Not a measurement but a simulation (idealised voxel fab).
This section sets out a process module, namely voxel quadruple lines.
Shown is cross-section cut, with a width of 290 nm and square cells of size 5 nm.
For the purposes of this document, a cross-section shall be understood as a grid of square cells, specified as bands listed in top-to-bottom order, each band consisting of one or more rows of cells. Look at the band entry: it leads with the top's height and the bottom's height in nm. Then it lists the materials left to right, with a width in nm for each. The word "throughout" on a single material says that material fills the band edge to edge. The word "blank" is empty space. Height 0 is the level under which the wafer as received is all one material. The lowest band goes on downwards, as in "0 nm and below". Quick explanation for "30 to 40": the width changes in equal steps down the rows of cells, from the first number in the band's top row to the second number in its bottom row. Where a step carries "same as before", the cross-section came out of it unchanged, cell for cell. The entry titled "Encapsulated voids" provides the empty spaces that have no open way to the top, restricted to those of 8 cells or more. Each is presented as width x height at distance, the distance being measured from the left edge, with all three in nm. Post-settings text on a step line: simulator's own remark regarding the step. Each step line may optionally specify "overlay nm", which for a step with a mask gives the rightward distance between the mask's planned place and where it lay, a negative value indicating the leftward direction.
Process steps - plan
- 1: RECEIVE, material Si
- 2: CONFORMAL_DEP, material SiO2, thk nm 10
- 3: DIRECTIONAL_DEP, material TiN, thk nm 15
- 4: DIRECTIONAL_DEP, material polySi, thk nm 20
- 5: DIRECTIONAL_DEP, material aC, thk nm 20
- 6: PATTERN, tone cover, mask id MANDREL, material resist, width nm 35, thk nm 25, overlay nm 0
- 7: DIRECTIONAL_ETCH, etch materials aC, depth nm 20
- 8: STRIP, etch materials resist
- 9: CONFORMAL_DEP, material SiO2, thk nm 15
- 10: DIRECTIONAL_ETCH, etch materials SiO2, depth nm 15
- 11: STRIP, etch materials aC
- 12: DIRECTIONAL_ETCH, etch materials polySi, depth nm 20
- 13: STRIP, etch materials SiO2
- 14: CONFORMAL_DEP, material SiN, thk nm 10
- 15: DIRECTIONAL_ETCH, etch materials SiN, depth nm 5
- 16: STRIP, etch materials polySi
- 17: DIRECTIONAL_ETCH, etch materials TiN, depth nm 15
- 18: STRIP, etch materials SiN
- 19: FILL_DEP, material lowk, thk nm 10
- 20: CMP, height nm 25
Among the wafers covered here, the point of difference is the depth nm at step 15; their starting state is shared, and the plan presents the value of the first wafer.
Received condition of the first of several wafers, sectioned: post-step 1
- 0 nm and below | Si throughout
- Encapsulated voids: none
Cross-section after step 20, the final step of the module, for the first of several wafers
- 25 nm to 10 nm | TiN throughout
- 10 nm to 0 nm | SiO2 throughout
- 0 nm and below | Si throughout
- Encapsulated voids: none
Module end, final wafer: cross-section
- 25 nm to 10 nm | 100 lowk; 10 TiN; 15 lowk; 10 TiN; 15 lowk; 10 TiN; 15 lowk; 10 TiN; 105 lowk
- 10 nm to 0 nm | SiO2 throughout
- 0 nm and below | Si throughout
- Encapsulated voids: none
Every row in this table is a wafer at the end of the module, and it gives, for each of the materials, the cells that wafer has gained (+) or lost (-) since it was received, then its closed voids
depth nm 5, +116 SiO2, +174 TiN, Encapsulated voids: none
depth nm 10, +116 SiO2, +24 TiN, +150 lowk, Encapsulated voids: none
depth nm 15, +116 SiO2, +24 TiN, +150 lowk, Encapsulated voids: none
depth nm 20, +116 SiO2, +24 TiN, +150 lowk, Encapsulated voids: none
depth nm 25, +116 SiO2, +24 TiN, +150 lowk, Encapsulated voids: none
